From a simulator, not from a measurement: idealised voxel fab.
Presented below is a process module, voxel local oxidation.
Xsec cut, 210 nm wide, square cell size 5 nm.
Think of the cross-section as a grid of square cells. We describe it in bands, top to bottom, and each band covers one or more rows of those cells. Top height, bottom height, nm. Materials left to right, width each, nm. Single material + "throughout" = fills band edge to edge. "empty" = empty. Heights from 0 (as-received wafer is one material below). Bottom band endless downward, as "0 nm and below". Think of "30 to 40" as a width that walks from the first number to the second as you go down the band, top row to bottom row, taking equal-sized steps from row to row. It should be understood that the words "remained the same", when stated for a given step, signify that the cross-section underwent no change in any of its cells during that step. If an empty space has no open way to the top and is at least 8 cells in size, "Fully sealed voids" lists it, written width x height at distance, where distance is measured from the left edge and every value is in nm. Anything after a step's settings on that line? It's the simulator's own note about the step. overlay nm: mask right of planned place by this much (step with mask). Neg. = left.

These are the steps we planned for the process:
| 1 | RECEIVE, material Si |
| 2 | OXIDIZE, depth nm 5 |
| 3 | CONFORMAL_DEP, material SiN, thk nm 10 |
| 4 | DIRECTIONAL_DEP, material aC, thk nm 15 |
| 5 | PATTERN, tone cover, mask id ACTIVE, material resist, width nm 90, thk nm 30, overlay nm -15 |
| 6 | DIRECTIONAL_ETCH, etch materials aC, depth nm 15 |
| 7 | STRIP, etch materials resist |
| 8 | DIRECTIONAL_ETCH, etch materials SiN, depth nm 10 |
| 9 | STRIP, etch materials aC |
| 10 | SELECTIVE_ETCH, etch materials SiO2, depth nm 5 |
| 11 | OXIDIZE, depth nm 15 |
| 12 | STRIP, etch materials SiN |
Heads up: all these wafers start the same, and what changes between them is the overlay nm in step 5. The value you see in the plan is just what the first wafer got.

The first of several wafers, as received after step 1, seen in section:
0 nm and below  Si throughout
Fully sealed voids: none

Table: wafers, a row each; end-of-module cell change per material since receipt, gain (+), loss (-); then closed voids:
overlay nm -15 | -138 Si | +112 SiO2 | Fully sealed voids: none
overlay nm -10 | -138 Si | +112 SiO2 | Fully sealed voids: none
overlay nm -5 | -138 Si | +112 SiO2 | Fully sealed voids: none
overlay nm 0 | -138 Si | +112 SiO2 | Fully sealed voids: none
overlay nm 5 | -138 Si | +112 SiO2 | Fully sealed voids: none
overlay nm 10 | -138 Si | +112 SiO2 | Fully sealed voids: none
overlay nm 15 | -138 Si | +112 SiO2 | Fully sealed voids: none
